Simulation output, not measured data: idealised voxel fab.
The following is a process module called voxel transistor to metal.
We display cut, a cross-section 285 nm in width whose square cells are each 5 nm.
A cross-section in this document is a grid of square cells, and it is written down as bands, the top band listed before the ones below it; a band is made up of one or more rows of cells.
It is stipulated that each band's entry specify, in nanometres, the height of the top of the band and then that of its bottom, followed by the materials of the band in left-to-right sequence, each together with its width in nanometres. A single material marked by the word "everywhere" is understood to fill the band from edge to edge; the word "blank" is understood to denote empty space.
Below 0: as-received wafer, all one material; heights counted from there. Lowest band: no bottom, goes on down, written "z 0 and below".
A width such as "30 to 40" changes by the same amount from each row of cells to the next, from the band's top row to its bottom row.
Given "no modifications" for a step, no cell of the cross-section differs between before and after that step.
Under "Trapped cavities" you'll find the enclosed gaps, the ones with no way out to the top, that are 8 cells or bigger; each reads width x height at distance, with distance counted from the left edge, everything in nm.
Read whatever lies past the settings on a step's line as the simulator's own remark about the step.
overlay nm: for a step with a mask, the amount by which the mask lay right of where it was planned; a negative amount means left of it.
-- Listed below are the process steps as planned
1: RECEIVE [material Si]
2: CONFORMAL_DEP [material SiO2] [thk nm 5]
3: CONFORMAL_DEP [material SiN] [thk nm 10]
4: PATTERN [tone cover] [mask id ACTIVE] [material resist] [width nm 115] [pitch nm 135] [thk nm 20] [overlay nm 0]
5: DIRECTIONAL_ETCH [etch materials SiN] [depth nm 10]
6: DIRECTIONAL_ETCH [etch materials SiO2] [depth nm 5]
7: DIRECTIONAL_ETCH [etch materials Si] [depth nm 20]
8: STRIP [etch materials resist]
9: FILL_DEP [material SiO2] [thk nm 5]
10: CMP [height nm 15]
11: SELECTIVE_ETCH [etch materials SiO2] [depth nm 10]
12: STRIP [etch materials SiN]
13: SELECTIVE_ETCH [etch materials SiO2] [depth nm 5]
14: OXIDIZE [depth nm 5]
15: DIRECTIONAL_DEP [material polySi] [thk nm 30]
16: DIRECTIONAL_DEP [material SiCN] [thk nm 15]
17: PATTERN [tone cover] [mask id GATE] [material resist] [width nm 25] [pitch nm 135] [thk nm 20] [overlay nm 0]
18: DIRECTIONAL_ETCH [etch materials SiCN] [depth nm 25]
19: DIRECTIONAL_ETCH [etch materials polySi] [depth nm 40]
20: STRIP [etch materials resist]
21: CONFORMAL_DEP [material SiO2] [thk nm 5]
22: DIRECTIONAL_ETCH [etch materials SiO2] [depth nm 5]
23: CONFORMAL_DEP [material SiN] [thk nm 5]
24: DIRECTIONAL_ETCH [etch materials SiN] [depth nm 5]
25: DIRECTIONAL_ETCH [etch materials SiO2] [depth nm 5]
26: DIRECTIONAL_ETCH [etch materials Si] [depth nm 10]
27: EPI [material pSi] [thk nm 15]
28: FILL_DEP [material SiO2] [thk nm 5]
29: CMP [height nm 45]
30: DIRECTIONAL_DEP [material SiO2] [thk nm 10]
31: PATTERN [tone open] [mask id CONTACT] [material resist] [width nm 15] [thk nm 15] [overlay nm 0]
32: DIRECTIONAL_ETCH [etch materials SiO2] [depth nm 55]
33: STRIP [etch materials resist]
34: CONFORMAL_DEP [material TiN] [thk nm 5]
35: FILL_DEP [material W] [thk nm 10]
36: CMP [height nm 55]
37: CONFORMAL_DEP [material SiCN] [thk nm 5]
38: DIRECTIONAL_DEP [material SiO2] [thk nm 20]
39: DIRECTIONAL_DEP [material aC] [thk nm 10]
40: PATTERN [tone open] [mask id METAL_1] [material resist] [width nm 15] [thk nm 30] [overlay nm 0]
41: DIRECTIONAL_ETCH [etch materials aC] [depth nm 10]
42: STRIP [etch materials resist]
43: DIRECTIONAL_ETCH [etch materials SiO2] [depth nm 20]
44: DIRECTIONAL_ETCH [etch materials SiCN] [depth nm 5]
45: STRIP [etch materials aC]
46: CONFORMAL_DEP [material TiN] [thk nm 5]
47: FILL_DEP [material Cu] [thk nm 5]
48: CMP [height nm 80]
49: CONFORMAL_DEP [material SiCN] [thk nm 5]
50: DIRECTIONAL_DEP [material lowk] [thk nm 35]
51: PATTERN [tone open] [mask id METAL_2] [material resist] [width nm 15] [pitch nm 135] [thk nm 15] [overlay nm 0]
52: DIRECTIONAL_ETCH [etch materials lowk] [depth nm 20]
53: STRIP [etch materials resist]
54: MASKED_ETCH [tone open] [mask id METAL_2_HOLES] [width nm 15] [pitch nm 135] [etch materials lowk] [depth nm 15] [overlay nm 0]
55: MASKED_ETCH [tone open] [mask id METAL_2_HOLES] [width nm 15] [pitch nm 135] [etch materials SiCN] [depth nm 5] [overlay nm 0]
56: CONFORMAL_DEP [material TiN] [thk nm 5]
57: FILL_DEP [material Ru] [thk nm 5]
58: CMP [height nm 120]
59: CONFORMAL_DEP [material SiN] [thk nm 5]
-- Concerning the first of two wafers, which was run in accordance with the plan
-- Cross-section of the wafer at receipt, which is the condition after step 1
  z 0 and below  Si everywhere
  Trapped cavities: none
-- You're looking at a cross-section of the wafer after step 2
  z 5 to 0  SiO2 everywhere
  Unchanged below 0.
-- You're looking at a cross-section of the wafer after step 3
  z 15 to 5  SiN everywhere
  Unchanged below 5.
-- You're looking at a cross-section of the wafer after step 4
  z 35 to 15  blank 15  resist 115  blank 20  resist 115  blank 20
  Unchanged below 15.
-- You're looking at a cross-section of the wafer after step 5
  z 35 to 15  blank 15  resist 115  blank 20  resist 115  blank 20
  z 15 to 5  blank 15  SiN 115  blank 20  SiN 115  blank 20
  Unchanged below 5.
-- You're looking at a cross-section of the wafer after step 6
  z 35 to 15  blank 15  resist 115  blank 20  resist 115  blank 20
  z 15 to 5  blank 15  SiN 115  blank 20  SiN 115  blank 20
  z 5 to 0  blank 15  SiO2 115  blank 20  SiO2 115  blank 20
  Unchanged below 0.
-- You're looking at a cross-section of the wafer after step 7
  z 35 to 15  blank 15  resist 115  blank 20  resist 115  blank 20
  z 15 to 5  blank 15  SiN 115  blank 20  SiN 115  blank 20
  z 5 to 0  blank 15  SiO2 115  blank 20  SiO2 115  blank 20
  z 0 to -20  blank 15  Si 115  blank 20  Si 115  blank 20
  Unchanged below -20.
-- You're looking at a cross-section of the wafer after step 8
  z 15 to 5  blank 15  SiN 115  blank 20  SiN 115  blank 20
  Unchanged below 5.
-- You're looking at a cross-section of the wafer after step 9
  z 20 to 15  SiO2 everywhere
  z 15 to 5  SiO2 15  SiN 115  SiO2 20  SiN 115  SiO2 20
  z 5 to 0  SiO2 everywhere
  z 0 to -20  SiO2 15  Si 115  SiO2 20  Si 115  SiO2 20
  Unchanged below -20.
-- You're looking at a cross-section of the wafer after step 10
  z 15 to 5  SiO2 15  SiN 115  SiO2 20  SiN 115  SiO2 20
  Unchanged below 5.
-- You're looking at a cross-section of the wafer after step 11
  z 15 to 5  blank 15  SiN 115  blank 20  SiN 115  blank 20
  Unchanged below 5.
-- You're looking at a cross-section of the wafer after step 12
  z 5 to 0  SiO2 everywhere
  Unchanged below 0.
-- You're looking at a cross-section of the wafer after step 13
  z 0 to -20  SiO2 15  Si 115  SiO2 20  Si 115  SiO2 20
  Unchanged below -20.
-- You're looking at a cross-section of the wafer after step 14
  z 0 to -5  SiO2 everywhere
  Unchanged below -5.
-- You're looking at a cross-section of the wafer after step 15
  z 30 to 0  polySi everywhere
  Unchanged below 0.
-- You're looking at a cross-section of the wafer after step 16
  z 45 to 30  SiCN everywhere
  Unchanged below 30.
-- You're looking at a cross-section of the wafer after step 17
  z 65 to 45  blank 60  resist 25  blank 110  resist 25  blank 65
  Unchanged below 45.
-- You're looking at a cross-section of the wafer after step 18
  z 65 to 45  blank 60  resist 25  blank 110  resist 25  blank 65
  z 45 to 30  blank 60  SiCN 25  blank 110  SiCN 25  blank 65
  Unchanged below 30.
-- You're looking at a cross-section of the wafer after step 19
  z 65 to 45  blank 60  resist 25  blank 110  resist 25  blank 65
  z 45 to 30  blank 60  SiCN 25  blank 110  SiCN 25  blank 65
  z 30 to 0  blank 60  polySi 25  blank 110  polySi 25  blank 65
  Unchanged below 0.
-- You're looking at a cross-section of the wafer after step 20
  z 45 to 30  blank 60  SiCN 25  blank 110  SiCN 25  blank 65
  Unchanged below 30.
-- You're looking at a cross-section of the wafer after step 21
  z 50 to 45  blank 55  SiO2 35  blank 100  SiO2 35  blank 60
  z 45 to 30  blank 55  SiO2 5  SiCN 25  SiO2 5  blank 100  SiO2 5  SiCN 25  SiO2 5  blank 60
  z 30 to 5  blank 55  SiO2 5  polySi 25  SiO2 5  blank 100  SiO2 5  polySi 25  SiO2 5  blank 60
  z 5 to 0  SiO2 60  polySi 25  SiO2 110  polySi 25  SiO2 65
  Unchanged below 0.
-- You're looking at a cross-section of the wafer after step 22
  z 45 to 30  blank 55  SiO2 5  SiCN 25  SiO2 5  blank 100  SiO2 5  SiCN 25  SiO2 5  blank 60
  z 30 to 0  blank 55  SiO2 5  polySi 25  SiO2 5  blank 100  SiO2 5  polySi 25  SiO2 5  blank 60
  Unchanged below 0.
-- You're looking at a cross-section of the wafer after step 23
  z 50 to 45  blank 50  SiN 45  blank 90  SiN 45  blank 55
  z 45 to 30  blank 50  SiN 5  SiO2 5  SiCN 25  SiO2 5  SiN 5  blank 90  SiN 5  SiO2 5  SiCN 25  SiO2 5  SiN 5  blank 55
  z 30 to 5  blank 50  SiN 5  SiO2 5  polySi 25  SiO2 5  SiN 5  blank 90  SiN 5  SiO2 5  polySi 25  SiO2 5  SiN 5  blank 55
  z 5 to 0  SiN 55  SiO2 5  polySi 25  SiO2 5  SiN 100  SiO2 5  polySi 25  SiO2 5  SiN 60
  Unchanged below 0.
-- You're looking at a cross-section of the wafer after step 24
  z 45 to 30  blank 50  SiN 5  SiO2 5  SiCN 25  SiO2 5  SiN 5  blank 90  SiN 5  SiO2 5  SiCN 25  SiO2 5  SiN 5  blank 55
  z 30 to 0  blank 50  SiN 5  SiO2 5  polySi 25  SiO2 5  SiN 5  blank 90  SiN 5  SiO2 5  polySi 25  SiO2 5  SiN 5  blank 55
  Unchanged below 0.
-- You're looking at a cross-section of the wafer after step 25
  z 45 to 40  blank 50  SiN 5  blank 5  SiCN 25  blank 5  SiN 5  blank 90  SiN 5  blank 5  SiCN 25  blank 5  SiN 5  blank 55
  z 40 to 30  blank 50  SiN 5  SiO2 5  SiCN 25  SiO2 5  SiN 5  blank 90  SiN 5  SiO2 5  SiCN 25  SiO2 5  SiN 5  blank 55
  z 30 to 0  blank 50  SiN 5  SiO2 5  polySi 25  SiO2 5  SiN 5  blank 90  SiN 5  SiO2 5  polySi 25  SiO2 5  SiN 5  blank 55
  z 0 to -5  blank 50  SiO2 45  blank 90  SiO2 45  blank 55
  Unchanged below -5.
-- You're looking at a cross-section of the wafer after step 26
  z 45 to 40  blank 50  SiN 5  blank 5  SiCN 25  blank 5  SiN 5  blank 90  SiN 5  blank 5  SiCN 25  blank 5  SiN 5  blank 55
  z 40 to 30  blank 50  SiN 5  SiO2 5  SiCN 25  SiO2 5  SiN 5  blank 90  SiN 5  SiO2 5  SiCN 25  SiO2 5  SiN 5  blank 55
  z 30 to 0  blank 50  SiN 5  SiO2 5  polySi 25  SiO2 5  SiN 5  blank 90  SiN 5  SiO2 5  polySi 25  SiO2 5  SiN 5  blank 55
  z 0 to -5  blank 50  SiO2 45  blank 90  SiO2 45  blank 55
  z -5 to -15  SiO2 15  blank 35  Si 45  blank 35  SiO2 20  blank 35  Si 45  blank 35  SiO2 20
  Unchanged below -15.
-- You're looking at a cross-section of the wafer after step 27
  z 45 to 40  blank 50  SiN 5  blank 5  SiCN 25  blank 5  SiN 5  blank 90  SiN 5  blank 5  SiCN 25  blank 5  SiN 5  blank 55
  z 40 to 30  blank 50  SiN 5  SiO2 5  SiCN 25  SiO2 5  SiN 5  blank 90  SiN 5  SiO2 5  SiCN 25  SiO2 5  SiN 5  blank 55
  z 30 to 10  blank 50  SiN 5  SiO2 5  polySi 25  SiO2 5  SiN 5  blank 90  SiN 5  SiO2 5  polySi 25  SiO2 5  SiN 5  blank 55
  z 10 to 0  blank 35  pSi 15  SiN 5  SiO2 5  polySi 25  SiO2 5  SiN 5  pSi 15  blank 60  pSi 15  SiN 5  SiO2 5  polySi 25  SiO2 5  SiN 5  pSi 15  blank 40
  z 0 to -5  blank 10  pSi 40  SiO2 45  pSi 40  blank 10  pSi 40  SiO2 45  pSi 40  blank 15
  z -5 to -15  SiO2 15  pSi 35  Si 45  pSi 35  SiO2 20  pSi 35  Si 45  pSi 35  SiO2 20
  Unchanged below -15.
-- You're looking at a cross-section of the wafer after step 28
  z 50 to 45  SiO2 everywhere
  z 45 to 30  SiO2 50  SiN 5  SiO2 5  SiCN 25  SiO2 5  SiN 5  SiO2 90  SiN 5  SiO2 5  SiCN 25  SiO2 5  SiN 5  SiO2 55
  z 30 to 10  SiO2 50  SiN 5  SiO2 5  polySi 25  SiO2 5  SiN 5  SiO2 90  SiN 5  SiO2 5  polySi 25  SiO2 5  SiN 5  SiO2 55
  z 10 to 0  SiO2 35  pSi 15  SiN 5  SiO2 5  polySi 25  SiO2 5  SiN 5  pSi 15  SiO2 60  pSi 15  SiN 5  SiO2 5  polySi 25  SiO2 5  SiN 5  pSi 15  SiO2 40
  z 0 to -5  SiO2 10  pSi 40  SiO2 45  pSi 40  SiO2 10  pSi 40  SiO2 45  pSi 40  SiO2 15
  Unchanged below -5.
-- You're looking at a cross-section of the wafer after step 29
  z 45 to 30  SiO2 50  SiN 5  SiO2 5  SiCN 25  SiO2 5  SiN 5  SiO2 90  SiN 5  SiO2 5  SiCN 25  SiO2 5  SiN 5  SiO2 55
  Unchanged below 30.
-- You're looking at a cross-section of the wafer after step 30
  z 55 to 45  SiO2 everywhere
  Unchanged below 45.
-- You're looking at a cross-section of the wafer after step 31
  z 70 to 55  resist 25  blank 15  resist 65  blank 15  resist 40  blank 15  resist 65  blank 15  resist 30
  Unchanged below 55.
-- You're looking at a cross-section of the wafer after step 32
  z 70 to 55  resist 25  blank 15  resist 65  blank 15  resist 40  blank 15  resist 65  blank 15  resist 30
  z 55 to 45  SiO2 25  blank 15  SiO2 65  blank 15  SiO2 40  blank 15  SiO2 65  blank 15  SiO2 30
  z 45 to 30  SiO2 25  blank 15  SiO2 10  SiN 5  SiO2 5  SiCN 25  SiO2 5  SiN 5  SiO2 10  blank 15  SiO2 40  blank 15  SiO2 10  SiN 5  SiO2 5  SiCN 25  SiO2 5  SiN 5  SiO2 10  blank 15  SiO2 30
  z 30 to 10  SiO2 25  blank 15  SiO2 10  SiN 5  SiO2 5  polySi 25  SiO2 5  SiN 5  SiO2 10  blank 15  SiO2 40  blank 15  SiO2 10  SiN 5  SiO2 5  polySi 25  SiO2 5  SiN 5  SiO2 10  blank 15  SiO2 30
  z 10 to 0  SiO2 25  blank 10  pSi 15  SiN 5  SiO2 5  polySi 25  SiO2 5  SiN 5  pSi 15  blank 10  SiO2 40  blank 10  pSi 15  SiN 5  SiO2 5  polySi 25  SiO2 5  SiN 5  pSi 15  blank 10  SiO2 30
  Unchanged below 0.
-- You're looking at a cross-section of the wafer after step 33
  z 55 to 45  SiO2 25  blank 15  SiO2 65  blank 15  SiO2 40  blank 15  SiO2 65  blank 15  SiO2 30
  Unchanged below 45.
-- You're looking at a cross-section of the wafer after step 34
  z 60 to 55  TiN 30  blank 5  TiN 75  blank 5  TiN 50  blank 5  TiN 75  blank 5  TiN 35
  z 55 to 45  SiO2 25  TiN 5  blank 5  TiN 5  SiO2 65  TiN 5  blank 5  TiN 5  SiO2 40  TiN 5  blank 5  TiN 5  SiO2 65  TiN 5  blank 5  TiN 5  SiO2 30
  z 45 to 30  SiO2 25  TiN 5  blank 5  TiN 5  SiO2 10  SiN 5  SiO2 5  SiCN 25  SiO2 5  SiN 5  SiO2 10  TiN 5  blank 5  TiN 5  SiO2 40  TiN 5  blank 5  TiN 5  SiO2 10  SiN 5  SiO2 5  SiCN 25  SiO2 5  SiN 5  SiO2 10  TiN 5  blank 5  TiN 5  SiO2 30
  z 30 to 15  SiO2 25  TiN 5  blank 5  TiN 5  SiO2 10  SiN 5  SiO2 5  polySi 25  SiO2 5  SiN 5  SiO2 10  TiN 5  blank 5  TiN 5  SiO2 40  TiN 5  blank 5  TiN 5  SiO2 10  SiN 5  SiO2 5  polySi 25  SiO2 5  SiN 5  SiO2 10  TiN 5  blank 5  TiN 5  SiO2 30
  z 15 to 10  SiO2 25  TiN 15  SiO2 10  SiN 5  SiO2 5  polySi 25  SiO2 5  SiN 5  SiO2 10  TiN 15  SiO2 40  TiN 15  SiO2 10  SiN 5  SiO2 5  polySi 25  SiO2 5  SiN 5  SiO2 10  TiN 15  SiO2 30
  z 10 to 0  SiO2 25  TiN 10  pSi 15  SiN 5  SiO2 5  polySi 25  SiO2 5  SiN 5  pSi 15  TiN 10  SiO2 40  TiN 10  pSi 15  SiN 5  SiO2 5  polySi 25  SiO2 5  SiN 5  pSi 15  TiN 10  SiO2 30
  Unchanged below 0.
-- You're looking at a cross-section of the wafer after step 35
  z 70 to 60  W everywhere
  z 60 to 55  TiN 30  W 5  TiN 75  W 5  TiN 50  W 5  TiN 75  W 5  TiN 35
  z 55 to 45  SiO2 25  TiN 5  W 5  TiN 5  SiO2 65  TiN 5  W 5  TiN 5  SiO2 40  TiN 5  W 5  TiN 5  SiO2 65  TiN 5  W 5  TiN 5  SiO2 30
  z 45 to 30  SiO2 25  TiN 5  W 5  TiN 5  SiO2 10  SiN 5  SiO2 5  SiCN 25  SiO2 5  SiN 5  SiO2 10  TiN 5  W 5  TiN 5  SiO2 40  TiN 5  W 5  TiN 5  SiO2 10  SiN 5  SiO2 5  SiCN 25  SiO2 5  SiN 5  SiO2 10  TiN 5  W 5  TiN 5  SiO2 30
  z 30 to 15  SiO2 25  TiN 5  W 5  TiN 5  SiO2 10  SiN 5  SiO2 5  polySi 25  SiO2 5  SiN 5  SiO2 10  TiN 5  W 5  TiN 5  SiO2 40  TiN 5  W 5  TiN 5  SiO2 10  SiN 5  SiO2 5  polySi 25  SiO2 5  SiN 5  SiO2 10  TiN 5  W 5  TiN 5  SiO2 30
  Unchanged below 15.
-- You're looking at a cross-section of the wafer after step 36
  z 55 to 45  SiO2 25  TiN 5  W 5  TiN 5  SiO2 65  TiN 5  W 5  TiN 5  SiO2 40  TiN 5  W 5  TiN 5  SiO2 65  TiN 5  W 5  TiN 5  SiO2 30
  Unchanged below 45.
-- You're looking at a cross-section of the wafer after step 37
  z 60 to 55  SiCN everywhere
  Unchanged below 55.
-- You're looking at a cross-section of the wafer after step 38
  z 80 to 60  SiO2 everywhere
  Unchanged below 60.
-- You're looking at a cross-section of the wafer after step 39
  z 90 to 80  aC everywhere
  Unchanged below 80.
-- You're looking at a cross-section of the wafer after step 40
  z 120 to 90  resist 25  blank 15  resist 65  blank 15  resist 40  blank 15  resist 65  blank 15  resist 30
  Unchanged below 90.
-- You're looking at a cross-section of the wafer after step 41
  z 110 to 90  resist 25  blank 15  resist 65  blank 15  resist 40  blank 15  resist 65  blank 15  resist 30
  z 90 to 80  aC 25  blank 15  aC 65  blank 15  aC 40  blank 15  aC 65  blank 15  aC 30
  Unchanged below 80.
-- You're looking at a cross-section of the wafer after step 42
  z 90 to 80  aC 25  blank 15  aC 65  blank 15  aC 40  blank 15  aC 65  blank 15  aC 30
  Unchanged below 80.
-- You're looking at a cross-section of the wafer after step 43
  z 90 to 80  aC 25  blank 15  aC 65  blank 15  aC 40  blank 15  aC 65  blank 15  aC 30
  z 80 to 60  SiO2 25  blank 15  SiO2 65  blank 15  SiO2 40  blank 15  SiO2 65  blank 15  SiO2 30
  Unchanged below 60.
-- You're looking at a cross-section of the wafer after step 44
  z 90 to 80  aC 25  blank 15  aC 65  blank 15  aC 40  blank 15  aC 65  blank 15  aC 30
  z 80 to 60  SiO2 25  blank 15  SiO2 65  blank 15  SiO2 40  blank 15  SiO2 65  blank 15  SiO2 30
  z 60 to 55  SiCN 25  blank 15  SiCN 65  blank 15  SiCN 40  blank 15  SiCN 65  blank 15  SiCN 30
  Unchanged below 55.
-- You're looking at a cross-section of the wafer after step 45
  z 80 to 60  SiO2 25  blank 15  SiO2 65  blank 15  SiO2 40  blank 15  SiO2 65  blank 15  SiO2 30
  Unchanged below 60.
-- You're looking at a cross-section of the wafer after step 46
  z 85 to 80  TiN 30  blank 5  TiN 75  blank 5  TiN 50  blank 5  TiN 75  blank 5  TiN 35
  z 80 to 60  SiO2 25  TiN 5  blank 5  TiN 5  SiO2 65  TiN 5  blank 5  TiN 5  SiO2 40  TiN 5  blank 5  TiN 5  SiO2 65  TiN 5  blank 5  TiN 5  SiO2 30
  z 60 to 55  SiCN 25  TiN 15  SiCN 65  TiN 15  SiCN 40  TiN 15  SiCN 65  TiN 15  SiCN 30
  Unchanged below 55.
-- You're looking at a cross-section of the wafer after step 47
  z 90 to 85  Cu everywhere
  z 85 to 80  TiN 30  Cu 5  TiN 75  Cu 5  TiN 50  Cu 5  TiN 75  Cu 5  TiN 35
  z 80 to 60  SiO2 25  TiN 5  Cu 5  TiN 5  SiO2 65  TiN 5  Cu 5  TiN 5  SiO2 40  TiN 5  Cu 5  TiN 5  SiO2 65  TiN 5  Cu 5  TiN 5  SiO2 30
  Unchanged below 60.
-- You're looking at a cross-section of the wafer after step 48
  z 80 to 60  SiO2 25  TiN 5  Cu 5  TiN 5  SiO2 65  TiN 5  Cu 5  TiN 5  SiO2 40  TiN 5  Cu 5  TiN 5  SiO2 65  TiN 5  Cu 5  TiN 5  SiO2 30
  Unchanged below 60.
-- You're looking at a cross-section of the wafer after step 49
  z 85 to 80  SiCN everywhere
  Unchanged below 80.
-- You're looking at a cross-section of the wafer after step 50
  z 120 to 85  lowk everywhere
  Unchanged below 85.
-- You're looking at a cross-section of the wafer after step 51
  z 135 to 120  resist 25  blank 15  resist 120  blank 15  resist 110
  Unchanged below 120.
-- You're looking at a cross-section of the wafer after step 52
  z 135 to 120  resist 25  blank 15  resist 120  blank 15  resist 110
  z 120 to 100  lowk 25  blank 15  lowk 120  blank 15  lowk 110
  Unchanged below 100.
-- You're looking at a cross-section of the wafer after step 53
  z 120 to 100  lowk 25  blank 15  lowk 120  blank 15  lowk 110
  Unchanged below 100.
-- You're looking at a cross-section of the wafer after step 54
  z 120 to 85  lowk 25  blank 15  lowk 120  blank 15  lowk 110
  Unchanged below 85.
-- You're looking at a cross-section of the wafer after step 55
  z 120 to 85  lowk 25  blank 15  lowk 120  blank 15  lowk 110
  z 85 to 80  SiCN 25  blank 15  SiCN 120  blank 15  SiCN 110
  Unchanged below 80.
-- You're looking at a cross-section of the wafer after step 56
  z 125 to 120  TiN 30  blank 5  TiN 130  blank 5  TiN 115
  z 120 to 85  lowk 25  TiN 5  blank 5  TiN 5  lowk 120  TiN 5  blank 5  TiN 5  lowk 110
  z 85 to 80  SiCN 25  TiN 15  SiCN 120  TiN 15  SiCN 110
  Unchanged below 80.
-- You're looking at a cross-section of the wafer after step 57
  z 130 to 125  Ru everywhere
  z 125 to 120  TiN 30  Ru 5  TiN 130  Ru 5  TiN 115
  z 120 to 85  lowk 25  TiN 5  Ru 5  TiN 5  lowk 120  TiN 5  Ru 5  TiN 5  lowk 110
  Unchanged below 85.
-- You're looking at a cross-section of the wafer after step 58
  z 120 to 85  lowk 25  TiN 5  Ru 5  TiN 5  lowk 120  TiN 5  Ru 5  TiN 5  lowk 110
  Unchanged below 85.
-- You're looking at a cross-section of the wafer after step 59
  z 125 to 120  SiN everywhere
  Unchanged below 120.
-- Second wafer: same start and same plan as the first, one execution error; identical to the first through step 39
-- Look at the second wafer in cross-section at the time step 40 ought to have finished
  z 120 to 90  resist 30  blank 15  resist 65  blank 15  resist 40  blank 15  resist 65  blank 15  resist 25
  Unchanged below 90.
-- Look at the second wafer in cross-section at the time step 41 ought to have finished
  z 110 to 90  resist 30  blank 15  resist 65  blank 15  resist 40  blank 15  resist 65  blank 15  resist 25
  z 90 to 80  aC 30  blank 15  aC 65  blank 15  aC 40  blank 15  aC 65  blank 15  aC 25
  Unchanged below 80.
-- Look at the second wafer in cross-section at the time step 42 ought to have finished
  z 90 to 80  aC 30  blank 15  aC 65  blank 15  aC 40  blank 15  aC 65  blank 15  aC 25
  Unchanged below 80.
-- Look at the second wafer in cross-section at the time step 43 ought to have finished
  z 90 to 80  aC 30  blank 15  aC 65  blank 15  aC 40  blank 15  aC 65  blank 15  aC 25
  z 80 to 60  SiO2 30  blank 15  SiO2 65  blank 15  SiO2 40  blank 15  SiO2 65  blank 15  SiO2 25
  Unchanged below 60.
-- Look at the second wafer in cross-section at the time step 44 ought to have finished
  z 90 to 80  aC 30  blank 15  aC 65  blank 15  aC 40  blank 15  aC 65  blank 15  aC 25
  z 80 to 60  SiO2 30  blank 15  SiO2 65  blank 15  SiO2 40  blank 15  SiO2 65  blank 15  SiO2 25
  z 60 to 55  SiCN 30  blank 15  SiCN 65  blank 15  SiCN 40  blank 15  SiCN 65  blank 15  SiCN 25
  Unchanged below 55.
-- Look at the second wafer in cross-section at the time step 45 ought to have finished
  z 80 to 60  SiO2 30  blank 15  SiO2 65  blank 15  SiO2 40  blank 15  SiO2 65  blank 15  SiO2 25
  Unchanged below 60.
-- Look at the second wafer in cross-section at the time step 46 ought to have finished
  z 85 to 80  TiN 35  blank 5  TiN 75  blank 5  TiN 50  blank 5  TiN 75  blank 5  TiN 30
  z 80 to 60  SiO2 30  TiN 5  blank 5  TiN 5  SiO2 65  TiN 5  blank 5  TiN 5  SiO2 40  TiN 5  blank 5  TiN 5  SiO2 65  TiN 5  blank 5  TiN 5  SiO2 25
  z 60 to 55  SiCN 30  TiN 15  SiCN 65  TiN 15  SiCN 40  TiN 15  SiCN 65  TiN 15  SiCN 25
  Unchanged below 55.
-- Look at the second wafer in cross-section at the time step 47 ought to have finished
  z 90 to 85  Cu everywhere
  z 85 to 80  TiN 35  Cu 5  TiN 75  Cu 5  TiN 50  Cu 5  TiN 75  Cu 5  TiN 30
  z 80 to 60  SiO2 30  TiN 5  Cu 5  TiN 5  SiO2 65  TiN 5  Cu 5  TiN 5  SiO2 40  TiN 5  Cu 5  TiN 5  SiO2 65  TiN 5  Cu 5  TiN 5  SiO2 25
  Unchanged below 60.
-- Look at the second wafer in cross-section at the time step 48 ought to have finished
  z 80 to 60  SiO2 30  TiN 5  Cu 5  TiN 5  SiO2 65  TiN 5  Cu 5  TiN 5  SiO2 40  TiN 5  Cu 5  TiN 5  SiO2 65  TiN 5  Cu 5  TiN 5  SiO2 25
  Unchanged below 60.
-- Look at the second wafer in cross-section at the time step 49 ought to have finished
  z 85 to 80  SiCN everywhere
  Unchanged below 80.
-- Look at the second wafer in cross-section at the time step 50 ought to have finished
  z 120 to 85  lowk everywhere
  Unchanged below 85.
-- Look at the second wafer in cross-section at the time step 51 ought to have finished
  z 135 to 120  resist 25  blank 15  resist 120  blank 15  resist 110
  Unchanged below 120.
-- Look at the second wafer in cross-section at the time step 52 ought to have finished
  z 135 to 120  resist 25  blank 15  resist 120  blank 15  resist 110
  z 120 to 100  lowk 25  blank 15  lowk 120  blank 15  lowk 110
  Unchanged below 100.
-- Look at the second wafer in cross-section at the time step 53 ought to have finished
  z 120 to 100  lowk 25  blank 15  lowk 120  blank 15  lowk 110
  Unchanged below 100.
-- Look at the second wafer in cross-section at the time step 54 ought to have finished
  z 120 to 85  lowk 25  blank 15  lowk 120  blank 15  lowk 110
  Unchanged below 85.
-- Look at the second wafer in cross-section at the time step 55 ought to have finished
  z 120 to 85  lowk 25  blank 15  lowk 120  blank 15  lowk 110
  z 85 to 80  SiCN 25  blank 15  SiCN 120  blank 15  SiCN 110
  Unchanged below 80.
-- Look at the second wafer in cross-section at the time step 56 ought to have finished
  z 125 to 120  TiN 30  blank 5  TiN 130  blank 5  TiN 115
  z 120 to 85  lowk 25  TiN 5  blank 5  TiN 5  lowk 120  TiN 5  blank 5  TiN 5  lowk 110
  z 85 to 80  SiCN 25  TiN 15  SiCN 120  TiN 15  SiCN 110
  Unchanged below 80.
-- Look at the second wafer in cross-section at the time step 57 ought to have finished
  z 130 to 125  Ru everywhere
  z 125 to 120  TiN 30  Ru 5  TiN 130  Ru 5  TiN 115
  z 120 to 85  lowk 25  TiN 5  Ru 5  TiN 5  lowk 120  TiN 5  Ru 5  TiN 5  lowk 110
  Unchanged below 85.
-- Look at the second wafer in cross-section at the time step 58 ought to have finished
  z 120 to 85  lowk 25  TiN 5  Ru 5  TiN 5  lowk 120  TiN 5  Ru 5  TiN 5  lowk 110
  Unchanged below 85.
-- Look at the second wafer in cross-section at the time step 59 ought to have finished
  z 125 to 120  SiN everywhere
  Unchanged below 120.
Nonconformance to the process plan: step 40 ran differently from the plan; actual operation with settings: PATTERN [tone open] [mask id METAL_1] [material resist] [width nm 15] [thk nm 30] [overlay nm 5]
Tallied in cells, the final second wafer holds each material in the same quantity as the first, although not at the same places.
